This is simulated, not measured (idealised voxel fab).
process module | voxel ribs on slabs
cross-section cut | 280 nm wide | cells 5 nm
A cross-section is a grid of square cells, given in bands from the top down. A band is one or more rows of cells.
Each band's line starts with the height of the band's top and of its bottom, in nm. Then come its materials from left to right, each with its width in nm. One material with "throughout" fills the band from edge to edge. "air" is empty space.
Height 0 is the level under which the wafer as received is all one material. The lowest band goes on downwards, as in "0 down".
A width such as "30 to 40" changes by the same amount from each row of cells to the next, from the band's top row to its bottom row.
"no change" after a step means that no cell of the cross-section changed.
closed voids: empty space of 8 cells or more with no open way to the top, each as width x height at its distance from the left edge, in nm
after a step's settings: what the simulator itself notes on the step
overlay nm, on a step with a mask: how far to the right of its planned place the mask lay; to the left if negative
plan
1 op RECEIVE | material Si
2 op DIRECTIONAL_DEP | material SiO2 | thk nm 25
3 op DIRECTIONAL_DEP | material SiN | thk nm 25
4 op DIRECTIONAL_DEP | material aC | thk nm 15
5 op PATTERN | tone cover | mask id RIB | material resist | width nm 30 | thk nm 30 | overlay nm 0
6 op DIRECTIONAL_ETCH | etch materials aC | depth nm 15
7 op STRIP | etch materials resist
8 op DIRECTIONAL_ETCH | etch materials SiN | depth nm 15
9 op STRIP | etch materials aC
10 op PATTERN | tone cover | mask id SLAB | material resist | width nm 60 | thk nm 20 | overlay nm 0
11 op DIRECTIONAL_ETCH | etch materials SiN | depth nm 10
12 op STRIP | etch materials resist
13 op FILL_DEP | material SiO2 | thk nm 20
14 op CMP | height nm 60
15 op DIRECTIONAL_DEP | material TiN | thk nm 5
16 op MASKED_ETCH | tone cover | mask id HEATER | width nm 40 | etch materials TiN | depth nm 5 | overlay nm 0
17 op CONFORMAL_DEP | material SiN | thk nm 5
as received, after step 1
  0 down: Si throughout
  closed voids: none
first wafer at the end, as planned
  70 to 65: air 115 | SiN 50 | air 115
  65 to 60: SiN 120 | TiN 40 | SiN 120
  60 to 50: SiO2 throughout
  50 to 35: SiO2 125 | SiN 30 | SiO2 125
  35 to 25: SiO2 110 | SiN 60 | SiO2 110
  25 to 0: SiO2 throughout
  0 down: Si throughout
  closed voids: none
second wafer at the end: like start, like plan, one mistake
  70 to 65: air 110 | SiN 60 | air 110
  65 to 60: SiN 115 | TiN 50 | SiN 115
  60 to 50: SiO2 throughout
  50 to 35: SiO2 125 | SiN 30 | SiO2 125
  35 to 25: SiO2 110 | SiN 60 | SiO2 110
  25 to 0: SiO2 throughout
  0 down: Si throughout
  closed voids: none
what went wrong: step 16 ran as: op MASKED_ETCH | tone cover | mask id HEATER | width nm 50 | etch materials TiN | depth nm 5 | overlay nm 0
at the end the second wafer has, in cells: 2 more of TiN
